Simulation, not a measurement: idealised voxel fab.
Herein follows the process module entitled voxel capacitor over wiring.
In the cross-section labelled cut, the width is 155 nm and each square cell is 5 nm.
Format of a cross-section: grid, square cells. Given as bands. Order: top down. Band: one or more rows of cells. Heights first: top, then bottom, in nm. Then materials, left to right, each with a width in nm. "throughout" on a single material: fills the band edge to edge. "air": empty space. It should be noted that heights are counted from 0, beneath which the wafer as supplied is of one material throughout, and that the lowest band possesses no lower boundary but continues downward, as written in "0 and below". Top row gets the first number, bottom row gets the second, and each row in between changes by the same step: that is how a band width like "30..40" works. The cross-section has no changed cell in any step marked "no alterations made". The label "Completely sealed voids" introduces a list of the empty spaces, 8 cells or larger, that have no open way up to the top; each entry in it reads width x height at distance, where the distance is taken from the left edge and all three are stated in nm. On each step's line, the part that comes after the settings is the simulator's own comment on the step. Each step line may optionally specify "overlay nm", which for a step with a mask gives the rightward distance between the mask's planned place and where it lay, a negative value indicating the leftward direction.
[The planned process steps are enumerated hereunder]
| 1 | RECEIVE [material Si] |
| 2 | CONFORMAL_DEP [material SiO2] [thk nm 10] |
| 3 | CONFORMAL_DEP [material SiN] [thk nm 5] |
| 4 | DIRECTIONAL_DEP [material SiO2] [thk nm 25] |
| 5 | DIRECTIONAL_DEP [material aC] [thk nm 15] |
| 6 | PATTERN [tone open] [mask id METAL_1] [material resist] [width nm 20] [pitch nm 85] [thk nm 30] [overlay nm 0] |
| 7 | DIRECTIONAL_ETCH [etch materials aC] [depth nm 15] |
| 8 | STRIP [etch materials resist] |
| 9 | DIRECTIONAL_ETCH [etch materials SiO2] [depth nm 25] |
| 10 | DIRECTIONAL_ETCH [etch materials SiN] [depth nm 5] |
| 11 | STRIP [etch materials aC] |
| 12 | CONFORMAL_DEP [material TiN] [thk nm 5] |
| 13 | FILL_DEP [material Cu] [thk nm 5] |
| 14 | CMP [height nm 40] |
| 15 | CONFORMAL_DEP [material SiCN] [thk nm 5] |
| 16 | DIRECTIONAL_DEP [material SiO2] [thk nm 15] |
| 17 | DIRECTIONAL_DEP [material aC] [thk nm 15] |
| 18 | PATTERN [tone open] [mask id PLUG_1] [material resist] [width nm 15] [thk nm 30] [overlay nm 0] |
| 19 | DIRECTIONAL_ETCH [etch materials aC] [depth nm 15] |
| 20 | STRIP [etch materials resist] |
| 21 | DIRECTIONAL_ETCH [etch materials SiO2] [depth nm 15] |
| 22 | DIRECTIONAL_ETCH [etch materials SiCN] [depth nm 5] |
| 23 | STRIP [etch materials aC] |
| 24 | EPI [material Ru] [thk nm 10] |
| 25 | EPI [material Ru] [thk nm 10] |
| 26 | DIRECTIONAL_DEP [material TiN] [thk nm 10] |
| 27 | DIRECTIONAL_DEP [material SiN] [thk nm 5] |
| 28 | DIRECTIONAL_DEP [material TiN] [thk nm 5] |
| 29 | PATTERN [tone cover] [mask id UPPER_PLATE] [material resist] [width nm 70] [thk nm 15] [overlay nm 0] |
| 30 | DIRECTIONAL_ETCH [etch materials TiN] [depth nm 5] |
| 31 | DIRECTIONAL_ETCH [etch materials SiN] [depth nm 5] |
| 32 | STRIP [etch materials resist] |
| 33 | MASKED_ETCH [tone cover] [mask id LOWER_PLATE] [width nm 80] [etch materials TiN] [depth nm 10] [overlay nm 0] |
| 34 | FILL_DEP [material SiO2] [thk nm 15] |
| 35 | CMP [height nm 90] |
| 36 | MASKED_ETCH [tone open] [mask id PLUG_2] [width nm 15] [etch materials SiO2] [depth nm 10] [overlay nm 0] |
| 37 | CONFORMAL_DEP [material TiN] [thk nm 5] |
| 38 | FILL_DEP [material Ru] [thk nm 10] |
| 39 | CMP [height nm 90] |
| 40 | CONFORMAL_DEP [material SiCN] [thk nm 5] |
[Step 1 complete: cross-section of the wafer as received]
> 0 and below  Si throughout
> Completely sealed voids: none
[Below is the wafer in cross-section after the module was completed. It began from the starting point shown above and followed the plan shown above, except that one mistake was made while running it]
> 110 down to 105  SiCN throughout
> 105 down to 95  Ru throughout
> 95 down to 90  TiN=45; Ru=5; TiN=105
> 90 down to 85  SiO2=40; TiN=5; Ru=5; TiN=5; SiO2=100
> 85 down to 75  SiO2=40..30; TiN=15..70; SiO2=100..55
> 75 down to 70  SiO2=30; SiN=70; SiO2=55
> 70 down to 60  SiO2=25; TiN=80; SiO2=50
> 60 down to 45  SiO2=30; Ru=15; SiO2=110
> 45 down to 40  SiCN=30; Ru=15; SiCN=110
> 40 down to 15  SiO2=25; TiN=5; Cu=10; TiN=5; SiO2=65; TiN=5; Cu=10; TiN=5; SiO2=25
> 15 down to 10  SiN=25; TiN=20; SiN=65; TiN=20; SiN=25
> 10 down to 0  SiO2 throughout
> 0 and below  Si throughout
> Completely sealed voids: none
The plan and the run diverged here: step 39 was dropped from the plan's execution and never run
